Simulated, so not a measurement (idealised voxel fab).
This section sets out a process module, namely voxel air gaps.
In the cross-section labelled cut, the width is 155 nm and each square cell is 5 nm.
Format of a cross-section: grid, square cells. Given as bands. Order: top down. Band: one or more rows of cells.
Per band: top height and bottom height in nm, followed by the left-to-right materials and their widths in nm; "edge to edge" marks a single material spanning edge to edge, "blank" marks empty space.
The reference from which all heights are counted is 0, the level beneath which the as-received wafer is entirely one material; the lowest band, having no lower bound, proceeds downward and is written after the example "0 down".
Read "30..40" as a graded width: first number on top, second number at the bottom, same change between each pair of neighbouring rows.
The cross-section has no changed cell in any step marked "remained unchanged".
So "Enclosed void list" is basically the list of trapped voids: any empty space of 8 cells or more that can't reach the top through an opening. They're written width x height at distance, the distance being from the left edge, and it's all nm.
That trailing text on a step's line, after the settings, is the simulator's own remark on the step.
On any step carrying a mask, the "overlay nm" setting, if present on the step's line, tells how far right of its planned place the mask lay; negative values point to the left.
List of planned process steps
| 1 | RECEIVE | material Si |
| 2 | CONFORMAL_DEP | material SiO2 | thk nm 15 |
| 3 | CONFORMAL_DEP | material SiCN | thk nm 5 |
| 4 | DIRECTIONAL_DEP | material lowk | thk nm 40 |
| 5 | PATTERN | tone open | mask id LINES | material resist | width nm 15 | pitch nm 40 | thk nm 20 | overlay nm 0 |
| 6 | DIRECTIONAL_ETCH | etch materials lowk | depth nm 40 |
| 7 | STRIP | etch materials resist |
| 8 | CONFORMAL_DEP | material TiN | thk nm 5 |
| 9 | FILL_DEP | material W | thk nm 10 |
| 10 | CMP | height nm 60 |
| 11 | EPI | material Ru | thk nm 10 |
| 12 | SELECTIVE_ETCH | etch materials lowk | depth nm 50 |
| 13 | CONFORMAL_DEP | material SiCN | thk nm 5 |
Incoming wafer in cross-section (state: after step 1)
  0 down  Si edge to edge
  Enclosed void list: none
a wafer at the end: this start, this plan, one mistake
  75 to 70  SiCN edge to edge
  70 to 20  Ru edge to edge
  20 to 15  SiCN edge to edge
  15 to 0  SiO2 edge to edge
  0 down  Si edge to edge
  Enclosed void list: none
What was the processing mistake? step 4 ran as: DIRECTIONAL_DEP | material Ru | thk nm 40
